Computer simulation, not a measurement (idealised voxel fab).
Process module under the name voxel self aligned vias
The width of the displayed cross-section, cut, is 270 nm; its cells are square, with a size of 5 nm.
For the purposes of this document, a cross-section shall be understood as a grid of square cells, specified as bands listed in top-to-bottom order, each band consisting of one or more rows of cells. This entry defines a band. It first specifies the height of the band's top and the height of its bottom in nm, and then specifies the band's materials from left to right, stating each material with its width in nm. The word "edge to edge" identifies a single material that fills the band from edge to edge, while the word "blank" identifies empty space. Note: height 0 marks the level under which the wafer is uniformly one material as received. Lowest band unbounded below, written "0..down". Graded width ("30->40"): value in top row of band = first number; value in bottom row = second number; row-to-row change constant. Where the words "no change occurred" appear for a step, the cross-section shows no cell changed by that step; every cell remained as before. "Fully sealed cavities": sealed empty spaces, 8 cells or more, no open way to top, listed width x height at distance, with distance from the left edge and width, height and distance in nm. On a step's line, text after the settings is the simulator commenting on that step. overlay nm: right-of-plan distance of the mask on a masked step; negative values mean left-of-plan.

Planned step list for the process
| 1 | RECEIVE (material Si) |
| 2 | CONFORMAL_DEP (material SiO2; thk nm 15) |
| 3 | CONFORMAL_DEP (material SiCN; thk nm 5) |
| 4 | DIRECTIONAL_DEP (material SiO2; thk nm 30) |
| 5 | PATTERN (tone open; mask id LINES; material resist; width nm 25; pitch nm 50; thk nm 15; overlay nm 0) |
| 6 | DIRECTIONAL_ETCH (etch materials SiO2; depth nm 30) |
| 7 | STRIP (etch materials resist) |
| 8 | CONFORMAL_DEP (material TiN; thk nm 5) |
| 9 | FILL_DEP (material Ru; thk nm 10) |
| 10 | CMP (height nm 50) |
| 11 | SELECTIVE_ETCH (etch materials W Ru TiN; depth nm 5) |
| 12 | FILL_DEP (material SiN; thk nm 5) |
| 13 | CMP (height nm 50) |
| 14 | DIRECTIONAL_DEP (material SiO2; thk nm 20) |
| 15 | MASKED_ETCH (tone open; mask id VIAS; width nm 35; pitch nm 100; etch materials SiO2; depth nm 20; overlay nm 0) |
| 16 | MASKED_ETCH (tone open; mask id VIAS; width nm 35; pitch nm 100; etch materials SiN; depth nm 5; overlay nm 0) |
| 17 | CONFORMAL_DEP (material TiN; thk nm 5) |
| 18 | FILL_DEP (material Cu; thk nm 5) |
| 19 | CMP (height nm 70) |
| 20 | CONFORMAL_DEP (material SiN; thk nm 5) |

First of two wafers, with the run carried out as planned

Wafer at receipt (post step 1), cross-section
  0..down = Si edge to edge
  Fully sealed cavities: none

You're looking at a cross-section of the wafer after step 2
  15..0 = SiO2 edge to edge
  Everything under 0 stays put, no change at all.

You're looking at a cross-section of the wafer after step 3
  20..15 = SiCN edge to edge
  Everything under 15 stays put, no change at all.

You're looking at a cross-section of the wafer after step 4
  50..20 = SiO2 edge to edge
  Everything under 20 stays put, no change at all.

You're looking at a cross-section of the wafer after step 5
  65..50 = resist=70, then blank=25, then resist=25, then blank=25, then resist=25, then blank=25, then resist=75
  Everything under 50 stays put, no change at all.

You're looking at a cross-section of the wafer after step 6
  65..50 = resist=70, then blank=25, then resist=25, then blank=25, then resist=25, then blank=25, then resist=75
  50..20 = SiO2=70, then blank=25, then SiO2=25, then blank=25, then SiO2=25, then blank=25, then SiO2=75
  Everything under 20 stays put, no change at all.

You're looking at a cross-section of the wafer after step 7
  50..20 = SiO2=70, then blank=25, then SiO2=25, then blank=25, then SiO2=25, then blank=25, then SiO2=75
  Everything under 20 stays put, no change at all.

You're looking at a cross-section of the wafer after step 8
  55..50 = TiN=75, then blank=15, then TiN=35, then blank=15, then TiN=35, then blank=15, then TiN=80
  50..25 = SiO2=70, then TiN=5, then blank=15, then TiN=5, then SiO2=25, then TiN=5, then blank=15, then TiN=5, then SiO2=25, then TiN=5, then blank=15, then TiN=5, then SiO2=75
  25..20 = SiO2=70, then TiN=25, then SiO2=25, then TiN=25, then SiO2=25, then TiN=25, then SiO2=75
  Everything under 20 stays put, no change at all.

You're looking at a cross-section of the wafer after step 9
  65..55 = Ru edge to edge
  55..50 = TiN=75, then Ru=15, then TiN=35, then Ru=15, then TiN=35, then Ru=15, then TiN=80
  50..25 = SiO2=70, then TiN=5, then Ru=15, then TiN=5, then SiO2=25, then TiN=5, then Ru=15, then TiN=5, then SiO2=25, then TiN=5, then Ru=15, then TiN=5, then SiO2=75
  Everything under 25 stays put, no change at all.

You're looking at a cross-section of the wafer after step 10
  50..25 = SiO2=70, then TiN=5, then Ru=15, then TiN=5, then SiO2=25, then TiN=5, then Ru=15, then TiN=5, then SiO2=25, then TiN=5, then Ru=15, then TiN=5, then SiO2=75
  Everything under 25 stays put, no change at all.

You're looking at a cross-section of the wafer after step 11
  50..45 = SiO2=70, then blank=25, then SiO2=25, then blank=25, then SiO2=25, then blank=25, then SiO2=75
  Everything under 45 stays put, no change at all.

You're looking at a cross-section of the wafer after step 12
  55..50 = SiN edge to edge
  50..45 = SiO2=70, then SiN=25, then SiO2=25, then SiN=25, then SiO2=25, then SiN=25, then SiO2=75
  Everything under 45 stays put, no change at all.

You're looking at a cross-section of the wafer after step 13
  50..45 = SiO2=70, then SiN=25, then SiO2=25, then SiN=25, then SiO2=25, then SiN=25, then SiO2=75
  Everything under 45 stays put, no change at all.

You're looking at a cross-section of the wafer after step 14
  70..50 = SiO2 edge to edge
  Everything under 50 stays put, no change at all.

You're looking at a cross-section of the wafer after step 15
  70..50 = SiO2=65, then blank=35, then SiO2=65, then blank=35, then SiO2=70
  Everything under 50 stays put, no change at all.

You're looking at a cross-section of the wafer after step 16
  70..50 = SiO2=65, then blank=35, then SiO2=65, then blank=35, then SiO2=70
  50..45 = SiO2=70, then blank=25, then SiO2=25, then SiN=25, then SiO2=25, then blank=25, then SiO2=75
  Everything under 45 stays put, no change at all.

You're looking at a cross-section of the wafer after step 17
  75..70 = TiN=70, then blank=25, then TiN=75, then blank=25, then TiN=75
  70..55 = SiO2=65, then TiN=5, then blank=25, then TiN=5, then SiO2=65, then TiN=5, then blank=25, then TiN=5, then SiO2=70
  55..50 = SiO2=65, then TiN=10, then blank=15, then TiN=10, then SiO2=65, then TiN=10, then blank=15, then TiN=10, then SiO2=70
  50..45 = SiO2=70, then TiN=25, then SiO2=25, then SiN=25, then SiO2=25, then TiN=25, then SiO2=75
  Everything under 45 stays put, no change at all.

You're looking at a cross-section of the wafer after step 18
  80..75 = Cu edge to edge
  75..70 = TiN=70, then Cu=25, then TiN=75, then Cu=25, then TiN=75
  70..55 = SiO2=65, then TiN=5, then Cu=25, then TiN=5, then SiO2=65, then TiN=5, then Cu=25, then TiN=5, then SiO2=70
  55..50 = SiO2=65, then TiN=10, then Cu=15, then TiN=10, then SiO2=65, then TiN=10, then Cu=15, then TiN=10, then SiO2=70
  Everything under 50 stays put, no change at all.

You're looking at a cross-section of the wafer after step 19
  70..55 = SiO2=65, then TiN=5, then Cu=25, then TiN=5, then SiO2=65, then TiN=5, then Cu=25, then TiN=5, then SiO2=70
  Everything under 55 stays put, no change at all.

You're looking at a cross-section of the wafer after step 20
  75..70 = SiN edge to edge
  Everything under 70 stays put, no change at all.

Regarding the second of the two wafers: it shared the first wafer's starting condition and process plan, yet one error occurred during its execution. Its history coincides with that of the first wafer up to and including step 1

Cross-sectional view of the second wafer at the intended end time of process step 2
  5..0 = SiCN edge to edge
  Everything under 0 stays put, no change at all.

Cross-sectional view of the second wafer at the intended end time of process step 3
  20..5 = SiO2 edge to edge
  Everything under 5 stays put, no change at all.

Cross-sectional view of the second wafer at the intended end time of process step 4
  50..5 = SiO2 edge to edge
  Everything under 5 stays put, no change at all.

Cross-sectional view of the second wafer at the intended end time of process step 5
  65..50 = resist=70, then blank=25, then resist=25, then blank=25, then resist=25, then blank=25, then resist=75
  Everything under 50 stays put, no change at all.

Cross-sectional view of the second wafer at the intended end time of process step 6
  65..50 = resist=70, then blank=25, then resist=25, then blank=25, then resist=25, then blank=25, then resist=75
  50..20 = SiO2=70, then blank=25, then SiO2=25, then blank=25, then SiO2=25, then blank=25, then SiO2=75
  Everything under 20 stays put, no change at all.

Cross-sectional view of the second wafer at the intended end time of process step 7
  50..20 = SiO2=70, then blank=25, then SiO2=25, then blank=25, then SiO2=25, then blank=25, then SiO2=75
  Everything under 20 stays put, no change at all.

Cross-sectional view of the second wafer at the intended end time of process step 8
  55..50 = TiN=75, then blank=15, then TiN=35, then blank=15, then TiN=35, then blank=15, then TiN=80
  50..25 = SiO2=70, then TiN=5, then blank=15, then TiN=5, then SiO2=25, then TiN=5, then blank=15, then TiN=5, then SiO2=25, then TiN=5, then blank=15, then TiN=5, then SiO2=75
  25..20 = SiO2=70, then TiN=25, then SiO2=25, then TiN=25, then SiO2=25, then TiN=25, then SiO2=75
  Everything under 20 stays put, no change at all.

Cross-sectional view of the second wafer at the intended end time of process step 9
  65..55 = Ru edge to edge
  55..50 = TiN=75, then Ru=15, then TiN=35, then Ru=15, then TiN=35, then Ru=15, then TiN=80
  50..25 = SiO2=70, then TiN=5, then Ru=15, then TiN=5, then SiO2=25, then TiN=5, then Ru=15, then TiN=5, then SiO2=25, then TiN=5, then Ru=15, then TiN=5, then SiO2=75
  Everything under 25 stays put, no change at all.

Cross-sectional view of the second wafer at the intended end time of process step 10
  50..25 = SiO2=70, then TiN=5, then Ru=15, then TiN=5, then SiO2=25, then TiN=5, then Ru=15, then TiN=5, then SiO2=25, then TiN=5, then Ru=15, then TiN=5, then SiO2=75
  Everything under 25 stays put, no change at all.

Cross-sectional view of the second wafer at the intended end time of process step 11
  50..45 = SiO2=70, then blank=25, then SiO2=25, then blank=25, then SiO2=25, then blank=25, then SiO2=75
  Everything under 45 stays put, no change at all.

Cross-sectional view of the second wafer at the intended end time of process step 12
  55..50 = SiN edge to edge
  50..45 = SiO2=70, then SiN=25, then SiO2=25, then SiN=25, then SiO2=25, then SiN=25, then SiO2=75
  Everything under 45 stays put, no change at all.

Cross-sectional view of the second wafer at the intended end time of process step 13
  50..45 = SiO2=70, then SiN=25, then SiO2=25, then SiN=25, then SiO2=25, then SiN=25, then SiO2=75
  Everything under 45 stays put, no change at all.

Cross-sectional view of the second wafer at the intended end time of process step 14
  70..50 = SiO2 edge to edge
  Everything under 50 stays put, no change at all.

Cross-sectional view of the second wafer at the intended end time of process step 15
  70..50 = SiO2=65, then blank=35, then SiO2=65, then blank=35, then SiO2=70
  Everything under 50 stays put, no change at all.

Cross-sectional view of the second wafer at the intended end time of process step 16
  70..50 = SiO2=65, then blank=35, then SiO2=65, then blank=35, then SiO2=70
  50..45 = SiO2=70, then blank=25, then SiO2=25, then SiN=25, then SiO2=25, then blank=25, then SiO2=75
  Everything under 45 stays put, no change at all.

Cross-sectional view of the second wafer at the intended end time of process step 17
  75..70 = TiN=70, then blank=25, then TiN=75, then blank=25, then TiN=75
  70..55 = SiO2=65, then TiN=5, then blank=25, then TiN=5, then SiO2=65, then TiN=5, then blank=25, then TiN=5, then SiO2=70
  55..50 = SiO2=65, then TiN=10, then blank=15, then TiN=10, then SiO2=65, then TiN=10, then blank=15, then TiN=10, then SiO2=70
  50..45 = SiO2=70, then TiN=25, then SiO2=25, then SiN=25, then SiO2=25, then TiN=25, then SiO2=75
  Everything under 45 stays put, no change at all.

Cross-sectional view of the second wafer at the intended end time of process step 18
  80..75 = Cu edge to edge
  75..70 = TiN=70, then Cu=25, then TiN=75, then Cu=25, then TiN=75
  70..55 = SiO2=65, then TiN=5, then Cu=25, then TiN=5, then SiO2=65, then TiN=5, then Cu=25, then TiN=5, then SiO2=70
  55..50 = SiO2=65, then TiN=10, then Cu=15, then TiN=10, then SiO2=65, then TiN=10, then Cu=15, then TiN=10, then SiO2=70
  Everything under 50 stays put, no change at all.

Cross-sectional view of the second wafer at the intended end time of process step 19
  70..55 = SiO2=65, then TiN=5, then Cu=25, then TiN=5, then SiO2=65, then TiN=5, then Cu=25, then TiN=5, then SiO2=70
  Everything under 55 stays put, no change at all.

Cross-sectional view of the second wafer at the intended end time of process step 20
  75..70 = SiN edge to edge
  Everything under 70 stays put, no change at all.
Error vs. plan: mixed up steps 2 and 3 - ran each in the other's place
Final wafers compared: equal cell tally per material, rearranged layout.
